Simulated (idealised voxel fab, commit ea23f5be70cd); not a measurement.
Title: Process Module voxel wiring stack
Pictured: cross-section cut, 235 nm wide, on a grid of 5 nm square cells.
Think of the cross-section as a grid of square cells. We describe it in bands, top to bottom, and each band covers one or more rows of those cells. Per band: top height and bottom height in nm, followed by the left-to-right materials and their widths in nm; "throughout" marks a single material spanning edge to edge, "air" marks empty space. It should be noted that heights are counted from 0, beneath which the wafer as supplied is of one material throughout, and that the lowest band possesses no lower boundary but continues downward, as written in "0 -> down". The two numbers in a width such as "30->40" mark its ends across the band: the first belongs to the top row of cells, the second to the bottom row, and from each row to the next the width moves by the same amount. "no modification" -> step changed no cross-section cell. Enclosed voids (no open way to top), threshold 8 cells or more, entry "closed voids", notation width x height at distance, distance from left edge, nm. On each step's line, the part that comes after the settings is the simulator's own comment on the step. overlay nm: right-of-plan distance of the mask on a masked step; negative values mean left-of-plan.
Steps planned for the process:
step 1: op RECEIVE | material Si
step 2: op CONFORMAL_DEP | material SiO2 | thk nm 10
step 3: op CONFORMAL_DEP | material SiN | thk nm 5
step 4: op DIRECTIONAL_DEP | material lowk | thk nm 20
step 5: op DIRECTIONAL_DEP | material aC | thk nm 10
step 6: op PATTERN | tone open | mask id METAL_1 | material resist | width nm 20 | pitch nm 45 | thk nm 30 | overlay nm 0
step 7: op DIRECTIONAL_ETCH | etch materials aC | depth nm 10
step 8: op STRIP | etch materials resist
step 9: op DIRECTIONAL_ETCH | etch materials lowk | depth nm 20
step 10: op DIRECTIONAL_ETCH | etch materials SiN | depth nm 5
step 11: op STRIP | etch materials aC
step 12: op CONFORMAL_DEP | material TiN | thk nm 5
step 13: op FILL_DEP | material Ru | thk nm 5
step 14: op CMP | height nm 35
step 15: op CONFORMAL_DEP | material SiCN | thk nm 5
step 16: op DIRECTIONAL_DEP | material lowk | thk nm 35
step 17: op MASKED_ETCH | tone open | mask id METAL_2_HOLES | width nm 15 | pitch nm 45 | etch materials lowk | depth nm 35 | overlay nm 0
step 18: op DIRECTIONAL_DEP | material aC | thk nm 10
step 19: op PATTERN | tone open | mask id METAL_2 | material resist | width nm 20 | pitch nm 45 | thk nm 25 | overlay nm 0
step 20: op DIRECTIONAL_ETCH | etch materials aC | depth nm 10
step 21: op STRIP | etch materials resist
step 22: op DIRECTIONAL_ETCH | etch materials lowk | depth nm 20
step 23: op DIRECTIONAL_ETCH | etch materials SiCN | depth nm 5
step 24: op STRIP | etch materials aC
step 25: op CONFORMAL_DEP | material TiN | thk nm 5
step 26: op FILL_DEP | material Ru | thk nm 5
step 27: op CMP | height nm 75
step 28: op CONFORMAL_DEP | material SiCN | thk nm 5
Step 1 complete: cross-section of the wafer as received:
* 0 -> down = Si throughout
* closed voids: none
a wafer at the end: this start, this plan, one mistake:
* 80 -> 75 = SiCN throughout
* 75 -> 50 = 85 lowk | 5 TiN | 10 Ru | 5 TiN | 25 lowk | 5 TiN | 10 Ru | 5 TiN | 85 lowk
* 50 -> 40 = 85 lowk | 5 TiN | 5 Ru | 10->5 TiN | 25->30 lowk | 5 TiN | 5 Ru | 10->5 TiN | 85->90 lowk
* 40 -> 35 = 85 SiCN | 15 TiN | 30 SiCN | 15 TiN | 90 SiCN
* 35 -> 15 = 85 lowk | 5 TiN | 10 Ru | 5 TiN | 25 lowk | 5 TiN | 10 Ru | 5 TiN | 85 lowk
* 15 -> 10 = 85 SiN | 20 TiN | 25 SiN | 20 TiN | 85 SiN
* 10 -> 0 = SiO2 throughout
* 0 -> down = Si throughout
* closed voids: none
Error vs. plan: heads up, step 22 didn't go per plan, it actually ran as op DIRECTIONAL_ETCH | etch materials lowk | depth nm 30
